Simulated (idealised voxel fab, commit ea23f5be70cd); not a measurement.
process module | voxel tone inversion
cross-section cut | 255 nm wide | cells 5 nm
A cross-section is a grid of square cells, given in bands from the top down. A band is one or more rows of cells.
Each band's line starts with the height of the band's top and of its bottom, in nm. Then come its materials from left to right, each with its width in nm. One material with "throughout" fills the band from edge to edge. "air" is empty space.
Height 0 is the level under which the wafer as received is all one material. The lowest band goes on downwards, as in "0 down".
A width such as "30 to 40" changes by the same amount from each row of cells to the next, from the band's top row to its bottom row.
"no change" after a step means that no cell of the cross-section changed.
closed voids: empty space of 8 cells or more with no open way to the top, each as width x height at its distance from the left edge, in nm
after a step's settings: what the simulator itself notes on the step
overlay nm, on a step with a mask: how far to the right of its planned place the mask lay; to the left if negative
plan
1 op RECEIVE | material Si
2 op CONFORMAL_DEP | material SiN | thk nm 5
3 op DIRECTIONAL_DEP | material polySi | thk nm 20
4 op PATTERN | tone cover | mask id POSTS | material resist | width nm 20 | pitch nm 40 | thk nm 30 | overlay nm 0
5 op DIRECTIONAL_ETCH | etch materials polySi | depth nm 20
6 op STRIP | etch materials resist
7 op FILL_DEP | material lowk | thk nm 5
8 op CMP | height nm 25
9 op STRIP | etch materials polySi
10 op CONFORMAL_DEP | material TiN | thk nm 5
11 op FILL_DEP | material Cu | thk nm 5
12 op CMP | height nm 25
13 op CONFORMAL_DEP | material SiN | thk nm 5
as received, after step 1
  0 down: Si throughout
  closed voids: none
first wafer at the end, as planned
  30 to 25: SiN throughout
  25 to 10: lowk 55 | TiN 5 | Cu 10 | TiN 5 | lowk 20 | TiN 5 | Cu 10 | TiN 5 | lowk 20 | TiN 5 | Cu 10 | TiN 5 | lowk 20 | TiN 5 | Cu 10 | TiN 5 | lowk 60
  10 to 5: lowk 55 | TiN 20 | lowk 20 | TiN 20 | lowk 20 | TiN 20 | lowk 20 | TiN 20 | lowk 60
  5 to 0: SiN throughout
  0 down: Si throughout
  closed voids: none
second wafer at the end: like start, like plan, one mistake
  30 to 25: polySi throughout
  25 to 10: lowk 55 | TiN 5 | Cu 10 | TiN 5 | lowk 20 | TiN 5 | Cu 10 | TiN 5 | lowk 20 | TiN 5 | Cu 10 | TiN 5 | lowk 20 | TiN 5 | Cu 10 | TiN 5 | lowk 60
  10 to 5: lowk 55 | TiN 20 | lowk 20 | TiN 20 | lowk 20 | TiN 20 | lowk 20 | TiN 20 | lowk 60
  5 to 0: SiN throughout
  0 down: Si throughout
  closed voids: none
what went wrong: step 13 ran as: op CONFORMAL_DEP | material polySi | thk nm 5
at the end the second wafer has, in cells: 51 fewer of SiN | 51 more of polySi
